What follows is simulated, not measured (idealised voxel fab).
The process module presented herein is designated voxel wiring stack.
The cross-section on display is named cut; it measures 150 nm wide, and its cells are 5 nm squares.
Cross-section = grid of square cells, listed top down in bands; band = one or more rows. Within each band entry, the heights of the top and of the bottom of the band appear first, in that order and in nm; the materials of the band then follow from left to right, each with its corresponding width in nm. The designation "everywhere" on a single material indicates that it fills the band from edge to edge; the designation "blank" indicates empty space. Beneath 0, the wafer as received is one material, and that level is where height counting begins. The lowest band goes on downward without a bottom; it is written like "0 nm and below". The two numbers in a width such as "30..40" mark its ends across the band: the first belongs to the top row of cells, the second to the bottom row, and from each row to the next the width moves by the same amount. Any step labelled "nothing was modified" changed none of the cells in the cross-section. "Listed closed voids" contains a list of empty spaces, each no smaller than 8 cells and without an open way to the top, written in the form width x height at distance with the distance from the left edge and all three in nm. Heads up: the bit after the settings on a step's line is the simulator's remark on that step. "overlay nm" denotes, for a step that has a mask, the displacement of the mask to the right of its planned place, with negative values corresponding to the left.

-- The steps planned for the process are as follows
step 1: RECEIVE (material Si)
step 2: CONFORMAL_DEP (material SiO2; thk nm 15)
step 3: CONFORMAL_DEP (material SiCN; thk nm 5)
step 4: DIRECTIONAL_DEP (material SiO2; thk nm 15)
step 5: DIRECTIONAL_DEP (material aC; thk nm 10)
step 6: PATTERN (tone open; mask id METAL_1; material resist; width nm 25; pitch nm 40; thk nm 25; overlay nm 0)
step 7: DIRECTIONAL_ETCH (etch materials aC; depth nm 10)
step 8: STRIP (etch materials resist)
step 9: DIRECTIONAL_ETCH (etch materials SiO2; depth nm 15)
step 10: DIRECTIONAL_ETCH (etch materials SiCN; depth nm 5)
step 11: STRIP (etch materials aC)
step 12: CONFORMAL_DEP (material TiN; thk nm 5)
step 13: FILL_DEP (material Cu; thk nm 5)
step 14: CMP (height nm 35)
step 15: CONFORMAL_DEP (material SiCN; thk nm 5)
step 16: DIRECTIONAL_DEP (material lowk; thk nm 30)
step 17: DIRECTIONAL_DEP (material aC; thk nm 15)
step 18: PATTERN (tone open; mask id METAL_2; material resist; width nm 25; pitch nm 40; thk nm 30; overlay nm 0)
step 19: DIRECTIONAL_ETCH (etch materials aC; depth nm 15)
step 20: STRIP (etch materials resist)
step 21: DIRECTIONAL_ETCH (etch materials lowk; depth nm 15)
step 22: STRIP (etch materials aC)
step 23: MASKED_ETCH (tone open; mask id METAL_2_HOLES; width nm 15; pitch nm 80; etch materials lowk; depth nm 15; overlay nm 0)
step 24: MASKED_ETCH (tone open; mask id METAL_2_HOLES; width nm 15; pitch nm 80; etch materials SiCN; depth nm 5; overlay nm 0)
step 25: CONFORMAL_DEP (material TiN; thk nm 5)
step 26: FILL_DEP (material Ru; thk nm 10)
step 27: CMP (height nm 70)
step 28: CONFORMAL_DEP (material SiN; thk nm 5)

-- First of two wafers, with the run carried out as planned

-- Here's what the wafer looked like in cross-section when it arrived - that's after step 1
	0 nm and below = Si everywhere
	Listed closed voids: none

-- Cross-section of the wafer after step 2
	15 nm to 0 nm = SiO2 everywhere
	No changes below 0.

-- Cross-section of the wafer after step 3
	20 nm to 15 nm = SiCN everywhere
	No changes below 15.

-- Cross-section of the wafer after step 4
	35 nm to 20 nm = SiO2 everywhere
	No changes below 20.

-- Cross-section of the wafer after step 5
	45 nm to 35 nm = aC everywhere
	No changes below 35.

-- Cross-section of the wafer after step 6
	70 nm to 45 nm = resist=20 | blank=25 | resist=15 | blank=25 | resist=15 | blank=25 | resist=25
	No changes below 45.

-- Cross-section of the wafer after step 7
	60 nm to 45 nm = resist=20 | blank=25 | resist=15 | blank=25 | resist=15 | blank=25 | resist=25
	45 nm to 35 nm = aC=20 | blank=25 | aC=15 | blank=25 | aC=15 | blank=25 | aC=25
	No changes below 35.

-- Cross-section of the wafer after step 8
	45 nm to 35 nm = aC=20 | blank=25 | aC=15 | blank=25 | aC=15 | blank=25 | aC=25
	No changes below 35.

-- Cross-section of the wafer after step 9
	45 nm to 35 nm = aC=20 | blank=25 | aC=15 | blank=25 | aC=15 | blank=25 | aC=25
	35 nm to 20 nm = SiO2=20 | blank=25 | SiO2=15 | blank=25 | SiO2=15 | blank=25 | SiO2=25
	No changes below 20.

-- Cross-section of the wafer after step 10
	45 nm to 35 nm = aC=20 | blank=25 | aC=15 | blank=25 | aC=15 | blank=25 | aC=25
	35 nm to 20 nm = SiO2=20 | blank=25 | SiO2=15 | blank=25 | SiO2=15 | blank=25 | SiO2=25
	20 nm to 15 nm = SiCN=20 | blank=25 | SiCN=15 | blank=25 | SiCN=15 | blank=25 | SiCN=25
	No changes below 15.

-- Cross-section of the wafer after step 11
	35 nm to 20 nm = SiO2=20 | blank=25 | SiO2=15 | blank=25 | SiO2=15 | blank=25 | SiO2=25
	No changes below 20.

-- Cross-section of the wafer after step 12
	40 nm to 35 nm = TiN=25 | blank=15 | TiN=25 | blank=15 | TiN=25 | blank=15 | TiN=30
	35 nm to 20 nm = SiO2=20 | TiN=5 | blank=15 | TiN=5 | SiO2=15 | TiN=5 | blank=15 | TiN=5 | SiO2=15 | TiN=5 | blank=15 | TiN=5 | SiO2=25
	20 nm to 15 nm = SiCN=20 | TiN=25 | SiCN=15 | TiN=25 | SiCN=15 | TiN=25 | SiCN=25
	No changes below 15.

-- Cross-section of the wafer after step 13
	45 nm to 40 nm = Cu everywhere
	40 nm to 35 nm = TiN=25 | Cu=15 | TiN=25 | Cu=15 | TiN=25 | Cu=15 | TiN=30
	35 nm to 20 nm = SiO2=20 | TiN=5 | Cu=15 | TiN=5 | SiO2=15 | TiN=5 | Cu=15 | TiN=5 | SiO2=15 | TiN=5 | Cu=15 | TiN=5 | SiO2=25
	No changes below 20.

-- Cross-section of the wafer after step 14
	35 nm to 20 nm = SiO2=20 | TiN=5 | Cu=15 | TiN=5 | SiO2=15 | TiN=5 | Cu=15 | TiN=5 | SiO2=15 | TiN=5 | Cu=15 | TiN=5 | SiO2=25
	No changes below 20.

-- Cross-section of the wafer after step 15
	40 nm to 35 nm = SiCN everywhere
	No changes below 35.

-- Cross-section of the wafer after step 16
	70 nm to 40 nm = lowk everywhere
	No changes below 40.

-- Cross-section of the wafer after step 17
	85 nm to 70 nm = aC everywhere
	No changes below 70.

-- Cross-section of the wafer after step 18
	115 nm to 85 nm = resist=20 | blank=25 | resist=15 | blank=25 | resist=15 | blank=25 | resist=25
	No changes below 85.

-- Cross-section of the wafer after step 19
	100 nm to 85 nm = resist=20 | blank=25 | resist=15 | blank=25 | resist=15 | blank=25 | resist=25
	85 nm to 70 nm = aC=20 | blank=25 | aC=15 | blank=25 | aC=15 | blank=25 | aC=25
	No changes below 70.

-- Cross-section of the wafer after step 20
	85 nm to 70 nm = aC=20 | blank=25 | aC=15 | blank=25 | aC=15 | blank=25 | aC=25
	No changes below 70.

-- Cross-section of the wafer after step 21
	85 nm to 70 nm = aC=20 | blank=25 | aC=15 | blank=25 | aC=15 | blank=25 | aC=25
	70 nm to 55 nm = lowk=20 | blank=25 | lowk=15 | blank=25 | lowk=15 | blank=25 | lowk=25
	No changes below 55.

-- Cross-section of the wafer after step 22
	70 nm to 55 nm = lowk=20 | blank=25 | lowk=15 | blank=25 | lowk=15 | blank=25 | lowk=25
	No changes below 55.

-- Cross-section of the wafer after step 23
	70 nm to 55 nm = lowk=20 | blank=25 | lowk=15 | blank=25 | lowk=15 | blank=25 | lowk=25
	55 nm to 40 nm = lowk=20 | blank=15 | lowk=65 | blank=15 | lowk=35
	No changes below 40.

-- Cross-section of the wafer after step 24
	70 nm to 55 nm = lowk=20 | blank=25 | lowk=15 | blank=25 | lowk=15 | blank=25 | lowk=25
	55 nm to 40 nm = lowk=20 | blank=15 | lowk=65 | blank=15 | lowk=35
	40 nm to 35 nm = SiCN=20 | blank=15 | SiCN=65 | blank=15 | SiCN=35
	No changes below 35.

-- Cross-section of the wafer after step 25
	75 nm to 70 nm = TiN=25 | blank=15 | TiN=25 | blank=15 | TiN=25 | blank=15 | TiN=30
	70 nm to 60 nm = lowk=20 | TiN=5 | blank=15 | TiN=5 | lowk=15 | TiN=5 | blank=15 | TiN=5 | lowk=15 | TiN=5 | blank=15 | TiN=5 | lowk=25
	60 nm to 55 nm = lowk=20 | TiN=5 | blank=5 | TiN=15 | lowk=15 | TiN=25 | lowk=15 | TiN=5 | blank=5 | TiN=15 | lowk=25
	55 nm to 40 nm = lowk=20 | TiN=5 | blank=5 | TiN=5 | lowk=65 | TiN=5 | blank=5 | TiN=5 | lowk=35
	40 nm to 35 nm = SiCN=20 | TiN=15 | SiCN=65 | TiN=15 | SiCN=35
	No changes below 35.

-- Cross-section of the wafer after step 26
	85 nm to 75 nm = Ru everywhere
	75 nm to 70 nm = TiN=25 | Ru=15 | TiN=25 | Ru=15 | TiN=25 | Ru=15 | TiN=30
	70 nm to 60 nm = lowk=20 | TiN=5 | Ru=15 | TiN=5 | lowk=15 | TiN=5 | Ru=15 | TiN=5 | lowk=15 | TiN=5 | Ru=15 | TiN=5 | lowk=25
	60 nm to 55 nm = lowk=20 | TiN=5 | Ru=5 | TiN=15 | lowk=15 | TiN=25 | lowk=15 | TiN=5 | Ru=5 | TiN=15 | lowk=25
	55 nm to 40 nm = lowk=20 | TiN=5 | Ru=5 | TiN=5 | lowk=65 | TiN=5 | Ru=5 | TiN=5 | lowk=35
	No changes below 40.

-- Cross-section of the wafer after step 27
	70 nm to 60 nm = lowk=20 | TiN=5 | Ru=15 | TiN=5 | lowk=15 | TiN=5 | Ru=15 | TiN=5 | lowk=15 | TiN=5 | Ru=15 | TiN=5 | lowk=25
	No changes below 60.

-- Cross-section of the wafer after step 28
	75 nm to 70 nm = SiN everywhere
	No changes below 70.

-- The second wafer began exactly as the first did and followed the same plan, but one mistake was made while running it; through step 22 inclusive, the two wafers are identical

-- What the second wafer looks like in cross-section when step 23 should have wrapped up
	55 nm to 40 nm = lowk=35 | blank=10 | lowk=15 | blank=25 | lowk=30 | blank=10 | lowk=25
	No changes below 40.

What the second wafer looks like in cross-section when step 24 should have wrapped up: nothing was modified

-- What the second wafer looks like in cross-section when step 25 should have wrapped up
	60 nm to 55 nm = TiN=65 | blank=15 | TiN=70
	55 nm to 45 nm = lowk=35 | TiN=10 | lowk=15 | TiN=5 | blank=15 | TiN=5 | lowk=30 | TiN=10 | lowk=25
	45 nm to 40 nm = lowk=35 | TiN=10 | lowk=15 | TiN=25 | lowk=30 | TiN=10 | lowk=25
	No changes below 40.

-- What the second wafer looks like in cross-section when step 26 should have wrapped up
	70 nm to 60 nm = Ru everywhere
	60 nm to 55 nm = TiN=65 | Ru=15 | TiN=70
	55 nm to 45 nm = lowk=35 | TiN=10 | lowk=15 | TiN=5 | Ru=15 | TiN=5 | lowk=30 | TiN=10 | lowk=25
	No changes below 45.

What the second wafer looks like in cross-section when step 27 should have wrapped up: nothing was modified

-- What the second wafer looks like in cross-section when step 28 should have wrapped up
	75 nm to 70 nm = SiN everywhere
	No changes below 70.
Misprocessing identified: step 23 ran with different settings than intended, the actual operation and settings being MASKED_ETCH (tone cover; mask id METAL_2_HOLES; width nm 15; pitch nm 80; etch materials lowk; depth nm 15; overlay nm 0)
Upon completion, the second wafer contains, in terms of cells, a greater or smaller amount of certain materials than the first wafer: Ru +43 | SiCN +6 | TiN +5 | lowk -54
